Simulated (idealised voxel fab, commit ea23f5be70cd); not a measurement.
The process module presented herein is designated voxel lift off.
Square cell edge 5 nm, section width 190 nm, ID cut.
We lay out every cross-section as a grid of square cells and spell it out in bands from the top down, where one band means one or more rows of cells.
Top, bottom (nm), then materials left to right with widths (nm); lone material tagged "all across" fills the whole band edge to edge; "air" = empty space.
Height reference: 0 = level under which incoming wafer is all one material. Lowest band: no bottom, runs on downward, e.g. "top 0, no bottom".
Read "30 to 40" as a graded width: first number on top, second number at the bottom, same change between each pair of neighbouring rows.
For the purposes of this document, the phrase "remained unchanged" attached to a step denotes that no cell within the cross-section was modified by that step.
Closed empty spaces (no open way to the top) of 8 cells or more are what "Enclosed internal cavities" lists, each as width x height at distance from the left edge, nm for all three.
Where a step's line continues beyond its settings, the continuation is a remark by the simulator itself on that step.
overlay nm: how far to the right of its planned place the mask lay on this masked step (negative: to the left).
[The process steps that were planned are listed below]
- 1: op RECEIVE | material Si
- 2: op CONFORMAL_DEP | material Al2O3 | thk nm 5
- 3: op PATTERN | tone open | mask id LINES | material resist | width nm 30 | pitch nm 55 | thk nm 20 | overlay nm 0
- 4: op DIRECTIONAL_DEP | material Ru | thk nm 10
- 5: op STRIP | etch materials resist
- 6: op CONFORMAL_DEP | material SiCN | thk nm 5
[First of two wafers, with the run carried out as planned]
[Cross-section: wafer on arrival = after step 1]
    top 0, no bottom = Si all across
    Enclosed internal cavities: none
[After step 2: wafer cross-section]
    top 5, bottom 0 = Al2O3 all across
    Note: structure below 0 unchanged.
[After step 3: wafer cross-section]
    top 25, bottom 5 = resist 50  air 30  resist 25  air 30  resist 55
    Note: structure below 5 unchanged.
[After step 4: wafer cross-section]
    top 35, bottom 25 = Ru 50  air 30  Ru 25  air 30  Ru 55
    top 25, bottom 15 = resist 50  air 30  resist 25  air 30  resist 55
    top 15, bottom 5 = resist 50  Ru 30  resist 25  Ru 30  resist 55
    Note: structure below 5 unchanged.
[After step 5: wafer cross-section]
    top 15, bottom 5 = air 50  Ru 30  air 25  Ru 30  air 55
    Note: structure below 5 unchanged.
[After step 6: wafer cross-section]
    top 20, bottom 15 = air 45  SiCN 40  air 15  SiCN 40  air 50
    top 15, bottom 10 = air 45  SiCN 5  Ru 30  SiCN 5  air 15  SiCN 5  Ru 30  SiCN 5  air 50
    top 10, bottom 5 = SiCN 50  Ru 30  SiCN 25  Ru 30  SiCN 55
    Note: structure below 5 unchanged.
[The second wafer was prepared from the same starting point and under the same plan as the first; its processing contained one mistake, and it remains indistinguishable from the first wafer up to and including step 4]
[Second wafer shown in cross-section at the time step 5 was slated to end]
    top 15, bottom 5 = air 50  Ru 30  air 25  Ru 30  air 55
    Note: structure below 5 unchanged.
[Second wafer shown in cross-section at the time step 6 was slated to end]
    top 20, bottom 15 = air 45  SiCN 40  air 15  SiCN 40  air 50
    top 15, bottom 10 = air 45  SiCN 5  Ru 30  SiCN 5  air 15  SiCN 5  Ru 30  SiCN 5  air 50
    top 10, bottom 5 = SiCN 50  Ru 30  SiCN 25  Ru 30  SiCN 55
    Note: structure below 5 unchanged.
What went wrong in running the wafer? in the plan, step 5 was performed twice
Given identical final cross-sections on the two wafers, the mistake has no effect on any quantity computed by this model.
